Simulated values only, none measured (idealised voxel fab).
Title: Process Module voxel self aligned contacts
This is section cut - it's 235 nm across, gridded in 5 nm square cells.
Cross-section format: a grid of square cells, given as bands from top to bottom; each band is one or more rows of cells.
Each band's line starts with the height of the band's top and of its bottom, in nm. Then come its materials from left to right, each with its width in nm. One material with "all across" fills the band from edge to edge. "blank" is empty space.
Heights are measured from 0, the level below which the as-received wafer is all one material; the lowest band has no bottom and continues downward, written as in "top 0, no bottom".
Width: "30 to 40" (first number = top row, second number = bottom row, same change from row to row of cells).
The designation "nothing was modified", where it is given for a processing step, indicates that no cell of the cross-section was altered in the course of that step.
Entry "Enclosed void list". Content: empty spaces with no open connection to the top, size 8 cells or greater. Each: width x height at distance. Distance: from left edge. Unit: nm.
On a step's line, text after the settings is the simulator commenting on that step.
If you see "overlay nm" on a step's line and that step has a mask, it's telling you how far right of where it was planned the mask ended up; a negative number means it went left instead.
Listed below are the process steps as planned
1: RECEIVE: material Si
2: CONFORMAL_DEP: material SiO2, thk nm 5
3: DIRECTIONAL_DEP: material polySi, thk nm 25
4: DIRECTIONAL_DEP: material SiN, thk nm 20
5: DIRECTIONAL_DEP: material aC, thk nm 10
6: PATTERN: tone cover, mask id GATE, material resist, width nm 35, pitch nm 60, thk nm 30, overlay nm 0
7: DIRECTIONAL_ETCH: etch materials aC, depth nm 10
8: STRIP: etch materials resist
9: DIRECTIONAL_ETCH: etch materials SiN, depth nm 20
10: DIRECTIONAL_ETCH: etch materials polySi, depth nm 25
11: STRIP: etch materials aC
12: CONFORMAL_DEP: material SiN, thk nm 5
13: DIRECTIONAL_ETCH: etch materials SiN, depth nm 5
14: FILL_DEP: material SiO2, thk nm 15
15: CMP: height nm 55
16: DIRECTIONAL_DEP: material aC, thk nm 15
17: PATTERN: tone open, mask id CONTACT, material resist, width nm 45, pitch nm 60, thk nm 35, overlay nm 0
18: DIRECTIONAL_ETCH: etch materials aC, depth nm 15
19: STRIP: etch materials resist
20: DIRECTIONAL_ETCH: etch materials SiO2, depth nm 55
21: STRIP: etch materials aC
22: CONFORMAL_DEP: material TiN, thk nm 5
23: FILL_DEP: material W, thk nm 10
24: CMP: height nm 55
25: CONFORMAL_DEP: material SiN, thk nm 5
Wafer at receipt (post step 1), cross-section
top 0, no bottom = Si all across
Enclosed void list: none
Look at the cross-section after the module: the wafer started out the way shown above and the plan was the one shown above, yet one mistake was made along the way
top 60, bottom 55 = SiN all across
top 55, bottom 50 = SiO2=70, then TiN=15, then W=5, then TiN=15, then SiO2=25, then TiN=15, then W=5, then TiN=15, then SiO2=70
top 50, bottom 30 = SiO2=35, then SiN=45, then TiN=5, then W=5, then TiN=5, then SiN=45, then TiN=5, then W=5, then TiN=5, then SiN=45, then SiO2=35
top 30, bottom 5 = SiO2=35, then SiN=5, then polySi=35, then SiN=5, then TiN=5, then W=5, then TiN=5, then SiN=5, then polySi=35, then SiN=5, then TiN=5, then W=5, then TiN=5, then SiN=5, then polySi=35, then SiN=5, then SiO2=35
top 5, bottom 0 = SiO2=80, then TiN=15, then SiO2=45, then TiN=15, then SiO2=80
top 0, no bottom = Si all across
Enclosed void list: none
Misprocessing identified: heads up, step 17 didn't go per plan, it actually ran as PATTERN: tone open, mask id CONTACT, material resist, width nm 35, pitch nm 60, thk nm 35, overlay nm 0
